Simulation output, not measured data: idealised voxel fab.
This section sets out a process module, namely voxel gate over fins.
Cross-section cut spans 240 nm and uses square cells 5 nm in size.
Heads up, the way a cross-section reads in here is a grid of square cells, handed over as bands from the top down, with every band being one or more rows of cells. The entry gives the band's vertical extent as a top height and a bottom height in nm, then its horizontal make-up as materials from left to right, each with a width in nm. "blank" stands for empty space; a single material marked "full width" fills the band edge to edge. Counting heights begins at 0, where everything beneath is, in the wafer as received, one material. The lowest band has no bottom; it goes on downwards, as "0..down" shows. The width entry "30..40" should be interpreted row by row: the top row of cells in the band takes the first number, the bottom row takes the second number, and the change between adjacent rows is uniform throughout. For the purposes of this document, the phrase "all unchanged" attached to a step denotes that no cell within the cross-section was modified by that step. Reported under the label "Tabulated closed voids" are the empty spaces having no open way to the top and comprising 8 cells or more; the notation for each is width x height at distance, in which the distance is measured from the left edge and all three values are in nm. On each step's line, the part that comes after the settings is the simulator's own comment on the step. overlay nm: mask offset rightward from planned place, masked step; negative means leftward offset.
**Planned step list for the process**
step 1: RECEIVE: material Si
step 2: CONFORMAL_DEP: material SiN, thk nm 5
step 3: PATTERN: tone cover, mask id FINS, material resist, width nm 15, pitch nm 60, thk nm 20, overlay nm 0
step 4: DIRECTIONAL_ETCH: etch materials SiN, depth nm 5
step 5: DIRECTIONAL_ETCH: etch materials Si, depth nm 40
step 6: STRIP: etch materials resist
step 7: FILL_DEP: material SiO2, thk nm 10
step 8: CMP: height nm 5
step 9: MASKED_ETCH: tone open, mask id RAIL, width nm 15, etch materials SiO2, depth nm 40, overlay nm 0
step 10: CONFORMAL_DEP: material TiN, thk nm 5
step 11: FILL_DEP: material W, thk nm 10
step 12: CMP: height nm 5
step 13: SELECTIVE_ETCH: etch materials W Ru TiN, depth nm 30
step 14: FILL_DEP: material SiO2, thk nm 5
step 15: CMP: height nm 5
step 16: SELECTIVE_ETCH: etch materials SiO2, depth nm 20
step 17: STRIP: etch materials SiN
step 18: CONFORMAL_DEP: material HfO2, thk nm 5
step 19: CONFORMAL_DEP: material TiN, thk nm 5
step 20: FILL_DEP: material W, thk nm 10
step 21: CMP: height nm 15
step 22: CONFORMAL_DEP: material SiN, thk nm 10
**So this is the incoming wafer in cross-section - it's already been through step 1**
  0..down: Si full width
  Tabulated closed voids: none
**Wafer at module end, in section. Began as above, planned as above, run with one mistake**
  25..15: SiN full width
  15..10: W full width
  10..5: TiN full width
  5..0: HfO2 25 nm / TiN 5 nm / HfO2 55 nm / TiN 5 nm / HfO2 55 nm / TiN 5 nm / HfO2 55 nm / TiN 5 nm / HfO2 30 nm
  0..-10: Si 20 nm / HfO2 5 nm / TiN 5 nm / HfO2 5 nm / Si 45 nm / HfO2 5 nm / TiN 5 nm / HfO2 5 nm / Si 45 nm / HfO2 5 nm / TiN 5 nm / HfO2 5 nm / Si 45 nm / HfO2 5 nm / TiN 5 nm / HfO2 5 nm / Si 25 nm
  -10..-15: Si 20 nm / HfO2 15 nm / Si 45 nm / HfO2 15 nm / Si 45 nm / HfO2 15 nm / Si 45 nm / HfO2 15 nm / Si 25 nm
  -15..-40: Si 20 nm / SiO2 15 nm / Si 45 nm / SiO2 15 nm / Si 45 nm / SiO2 15 nm / Si 45 nm / SiO2 15 nm / Si 25 nm
  -40..down: Si full width
  Tabulated closed voids: none
Plan not followed: step 3 off recipe, ran as PATTERN: tone open, mask id FINS, material resist, width nm 15, pitch nm 60, thk nm 20, overlay nm 0
